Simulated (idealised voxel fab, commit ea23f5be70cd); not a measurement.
Name of the process module below: voxel fin reveal
Cross-section cut spans 250 nm and uses square cells 5 nm in size.
This document writes a cross-section as a grid whose cells are square, and gives it as bands, listed from the top down; one or more rows of cells form a band. What a band's entry tells you: where the top is and where the bottom is, as heights in nm, and after that what lies inside, material by material from left to right, each with its width in nm. Empty space is written as the word "blank", and a single material marked with the word "throughout" occupies the band from edge to edge. Note: height 0 marks the level under which the wafer is uniformly one material as received. Lowest band unbounded below, written "z 0 and below". Quick explanation for "30 to 40": the width changes in equal steps down the rows of cells, from the first number in the band's top row to the second number in its bottom row. Key: "stayed the same" - step with no changed cell in the cross-section. "Enclosed void catalog" means: voids of 8 cells or more that are shut off from the top with no open way through. Written width x height at distance, distance from the left edge, in nm. after a step's settings: what the simulator itself notes on the step. "overlay nm", when on a step's line for a step with a mask, measures how far to the right of its planned place the mask lay; a negative measure means to the left.
**Process steps foreseen in the plan**
1 RECEIVE, material Si
2 CONFORMAL_DEP, material SiN, thk nm 5
3 DIRECTIONAL_DEP, material aC, thk nm 15
4 PATTERN, tone cover, mask id FINS, material resist, width nm 15, pitch nm 35, thk nm 35, overlay nm 0
5 DIRECTIONAL_ETCH, etch materials aC, depth nm 15
6 STRIP, etch materials resist
7 DIRECTIONAL_ETCH, etch materials SiN, depth nm 5
8 DIRECTIONAL_ETCH, etch materials Si, depth nm 30
9 STRIP, etch materials aC
10 FILL_DEP, material SiO2, thk nm 5
11 CMP, height nm 5
12 SELECTIVE_ETCH, etch materials SiO2, depth nm 25
13 STRIP, etch materials SiN
14 CONFORMAL_DEP, material HfO2, thk nm 5
**Wafer at receipt (post step 1), cross-section**
    z 0 and below = Si throughout
    Enclosed void catalog: none
**Starting structure and process plan are as shown above, but one mistake was made in running the module; the wafer cross-section at the end of the module follows**
    z 5 to 0 = 60 of blank, then 25 of SiO2, then 10 of blank, then 25 of SiO2, then 10 of blank, then 25 of SiO2, then 10 of blank, then 25 of SiO2, then 60 of blank
    z 0 to -15 = 60 of blank, then 5 of SiO2, then 15 of Si, then 5 of SiO2, then 10 of blank, then 5 of SiO2, then 15 of Si, then 5 of SiO2, then 10 of blank, then 5 of SiO2, then 15 of Si, then 5 of SiO2, then 10 of blank, then 5 of SiO2, then 15 of Si, then 5 of SiO2, then 60 of blank
    z -15 to -30 = 65 of SiO2, then 15 of Si, then 20 of SiO2, then 15 of Si, then 20 of SiO2, then 15 of Si, then 20 of SiO2, then 15 of Si, then 65 of SiO2
    z -30 and below = Si throughout
    Enclosed void catalog: none
what went wrong: step 14 was not run as planned; what actually ran was CONFORMAL_DEP, material SiO2, thk nm 5
